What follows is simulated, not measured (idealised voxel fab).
voxel capacitor over wiring: a process module
For reference, the cross-section in this document is cut, with width 265 nm and square cells of 5 nm.
Cross-section layout: square cells on a grid; listed as bands, top to bottom; a band spans one or more cell rows. Top height, bottom height, nm. Materials left to right, width each, nm. Single material + "all across" = fills band edge to edge. "air" = empty. Basically, 0 is our baseline, since under it the wafer straight out of the box is all one material. The bottom band has no lower end and keeps on going down, so it looks like "top 0, no bottom". Width: "30 to 40" (first number = top row, second number = bottom row, same change from row to row of cells). No cell of the cross-section changed in a step that is given as "remained the same". "Closed internal voids" specifies each empty space that is not open to the top and that occupies no fewer than 8 cells, using the form width x height at distance, the distance measured from the left edge and all three quantities in nm. after a step's settings: what the simulator itself notes on the step. overlay nm: mask offset rightward from planned place, masked step; negative means leftward offset.
PLAN
1: RECEIVE, material Si
2: CONFORMAL_DEP, material SiO2, thk nm 10
3: DIRECTIONAL_DEP, material TiN, thk nm 5
4: DIRECTIONAL_DEP, material W, thk nm 25
5: DIRECTIONAL_DEP, material aC, thk nm 10
6: PATTERN, tone cover, mask id METAL_1, material resist, width nm 20, pitch nm 80, thk nm 25, overlay nm 0
7: DIRECTIONAL_ETCH, etch materials aC, depth nm 10
8: STRIP, etch materials resist
9: DIRECTIONAL_ETCH, etch materials W, depth nm 25
10: DIRECTIONAL_ETCH, etch materials TiN, depth nm 5
11: STRIP, etch materials aC
12: CONFORMAL_DEP, material SiCN, thk nm 5
13: FILL_DEP, material SiO2, thk nm 10
14: CMP, height nm 40
15: CONFORMAL_DEP, material SiCN, thk nm 5
16: DIRECTIONAL_DEP, material SiO2, thk nm 20
17: PATTERN, tone open, mask id PLUG_1, material resist, width nm 15, thk nm 20, overlay nm 0
18: DIRECTIONAL_ETCH, etch materials SiO2, depth nm 20
19: DIRECTIONAL_ETCH, etch materials SiCN, depth nm 5
20: STRIP, etch materials resist
21: EPI, material Ru, thk nm 10
22: EPI, material Ru, thk nm 10
23: EPI, material Ru, thk nm 5
24: DIRECTIONAL_DEP, material TiN, thk nm 10
25: DIRECTIONAL_DEP, material Al2O3, thk nm 5
26: DIRECTIONAL_DEP, material TiN, thk nm 10
27: MASKED_ETCH, tone cover, mask id UPPER_PLATE, width nm 65, etch materials TiN, depth nm 10, overlay nm 0
28: MASKED_ETCH, tone cover, mask id UPPER_PLATE, width nm 65, etch materials Al2O3, depth nm 5, overlay nm 0
29: PATTERN, tone cover, mask id LOWER_PLATE, material resist, width nm 75, thk nm 20, overlay nm 0
30: DIRECTIONAL_ETCH, etch materials TiN, depth nm 10
31: STRIP, etch materials resist
32: FILL_DEP, material SiO2, thk nm 20
33: CMP, height nm 105
34: MASKED_ETCH, tone open, mask id PLUG_2, width nm 15, etch materials SiO2, depth nm 15, overlay nm 0
35: CONFORMAL_DEP, material TiN, thk nm 5
36: FILL_DEP, material Ru, thk nm 10
37: CMP, height nm 105
38: CONFORMAL_DEP, material SiN, thk nm 5
CROSS-SECTION OF THE WAFER UPON ARRIVAL, REPRESENTING THE STATE REACHED AFTER STEP 1
* top 0, no bottom: Si all across
* Closed internal voids: none
WHAT THE WAFER LOOKS LIKE IN CROSS-SECTION AFTER THIS MODULE, WHEN IT STARTS AS SHOWN ABOVE AND FOLLOWS THE PLAN ABOVE BUT ONE MISTAKE IS MADE IN RUNNING IT
* top 110, bottom 105: SiN all across
* top 105, bottom 95: 95 SiO2, 5 TiN, 5 Ru, 5 TiN, 155 SiO2
* top 95, bottom 90: 95 SiO2, 15 TiN, 155 SiO2
* top 90, bottom 80: 95 SiO2, 60 TiN, 110 SiO2
* top 80, bottom 75: 85 SiO2, 75 Al2O3, 105 SiO2
* top 75, bottom 65: 80 SiO2, 80 TiN, 105 SiO2
* top 65, bottom 45: 85 SiO2, 15 Ru, 165 SiO2
* top 45, bottom 40: 85 SiCN, 15 Ru, 165 SiCN
* top 40, bottom 15: 75 SiO2, 5 SiCN, 20 W, 5 SiCN, 50 SiO2, 5 SiCN, 20 W, 5 SiCN, 80 SiO2
* top 15, bottom 10: 80 SiCN, 20 TiN, 60 SiCN, 20 TiN, 85 SiCN
* top 10, bottom 0: SiO2 all across
* top 0, no bottom: Si all across
* Closed internal voids: none
What broke from the plan during processing? step 27 was processed under conditions differing from the plan, specifically as MASKED_ETCH, tone cover, mask id UPPER_PLATE, width nm 65, etch materials TiN, depth nm 10, overlay nm 10
